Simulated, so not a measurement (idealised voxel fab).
process module | voxel plated lines
cross-section cut | 145 nm wide | cells 5 nm
A cross-section is a grid of square cells, given in bands from the top down. A band is one or more rows of cells.
Each band's line starts with the height of the band's top and of its bottom, in nm. Then come its materials from left to right, each with its width in nm. One material with "throughout" fills the band from edge to edge. "air" is empty space.
Height 0 is the level under which the wafer as received is all one material. The lowest band goes on downwards, as in "0 down".
A width such as "30 to 40" changes by the same amount from each row of cells to the next, from the band's top row to its bottom row.
"no change" after a step means that no cell of the cross-section changed.
closed voids: empty space of 8 cells or more with no open way to the top, each as width x height at its distance from the left edge, in nm
after a step's settings: what the simulator itself notes on the step
overlay nm, on a step with a mask: how far to the right of its planned place the mask lay; to the left if negative
plan
1 op RECEIVE | material Si
2 op CONFORMAL_DEP | material Al2O3 | thk nm 10
3 op DIRECTIONAL_DEP | material TiN | thk nm 5
4 op PATTERN | tone open | mask id LINES | material resist | width nm 30 | pitch nm 45 | thk nm 20 | overlay nm 0
5 op EPI | material Ru | thk nm 5
6 op STRIP | etch materials resist
7 op DIRECTIONAL_ETCH | etch materials TiN | depth nm 5
8 op CONFORMAL_DEP | material SiO2 | thk nm 5
as received, after step 1
  0 down: Si throughout
  closed voids: none
first wafer at the end, as planned
  25 to 20: air 30 | SiO2 40 | air 5 | SiO2 40 | air 30
  20 to 15: air 30 | SiO2 5 | Ru 30 | SiO2 5 | air 5 | SiO2 5 | Ru 30 | SiO2 5 | air 30
  15 to 10: SiO2 35 | TiN 30 | SiO2 15 | TiN 30 | SiO2 35
  10 to 0: Al2O3 throughout
  0 down: Si throughout
  closed voids: none
second wafer at the end: like start, like plan, one mistake
  20 to 15: air 35 | Ru 30 | air 15 | Ru 30 | air 35
  15 to 10: air 35 | TiN 30 | air 15 | TiN 30 | air 35
  10 to 0: Al2O3 throughout
  0 down: Si throughout
  closed voids: none
what went wrong: step 8 was left out
at the end the second wafer has, in cells: 37 fewer of SiO2
